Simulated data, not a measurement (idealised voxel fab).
This is a process module. Its name is voxel local oxidation.
For reference, the cross-section in this document is cut, with width 225 nm and square cells of 5 nm.
Heads up, the way a cross-section reads in here is a grid of square cells, handed over as bands from the top down, with every band being one or more rows of cells.
It is stipulated that each band's entry specify, in nanometres, the height of the top of the band and then that of its bottom, followed by the materials of the band in left-to-right sequence, each together with its width in nanometres. A single material marked by the word "full width" is understood to fill the band from edge to edge; the word "blank" is understood to denote empty space.
Heads up on the height convention: 0 is the point under which the incoming wafer is all one material, and the lowest band has no bottom, it just keeps going down, like "0 -> down".
Note: "30 to 40" means the width goes from the first number (top row of the band) to the second number (bottom row) in equal steps per row of cells.
Any step labelled "left unchanged" changed none of the cells in the cross-section.
What "Enclosed void listing" gives you is every empty space of 8 cells or more that is cut off from the top. Each appears as width x height at distance, with the distance taken from the left edge and width, height and distance all in nm.
Heads up: the bit after the settings on a step's line is the simulator's remark on that step.
You can add "overlay nm" to a step's line. For a step with a mask, it describes how far the mask lay to the right of its planned position, and a negative number describes a lay to the left.

[List of planned process steps]
step 1: RECEIVE,material Si
step 2: OXIDIZE,depth nm 5
step 3: CONFORMAL_DEP,material SiN,thk nm 15
step 4: MASKED_ETCH,tone cover,mask id ACTIVE,width nm 95,etch materials SiN,depth nm 15,overlay nm -15
step 5: SELECTIVE_ETCH,etch materials SiO2,depth nm 5
step 6: OXIDIZE,depth nm 15
step 7: STRIP,etch materials SiN
For clarity, it should be stated that the wafers under discussion commence in an identical condition and differ with respect to the overlay nm of step 4, the plan indicating the value that the first wafer had.

[Cross-sectional view of the first of several wafers in the as-received condition, corresponding to the state following step 1]
> 0 -> down | Si full width
> Enclosed void listing: none

[Rows = wafers. At module end, each row lists per material the cells gained (+) or lost (-) since the wafer was received, then the closed voids]
overlay nm -15; -147 Si; +119 SiO2; Enclosed void listing: none
overlay nm -10; -147 Si; +119 SiO2; Enclosed void listing: none
overlay nm -5; -147 Si; +119 SiO2; Enclosed void listing: none
overlay nm 0; -147 Si; +119 SiO2; Enclosed void listing: none
overlay nm 5; -147 Si; +119 SiO2; Enclosed void listing: none
overlay nm 10; -147 Si; +119 SiO2; Enclosed void listing: none
overlay nm 15; -147 Si; +119 SiO2; Enclosed void listing: none
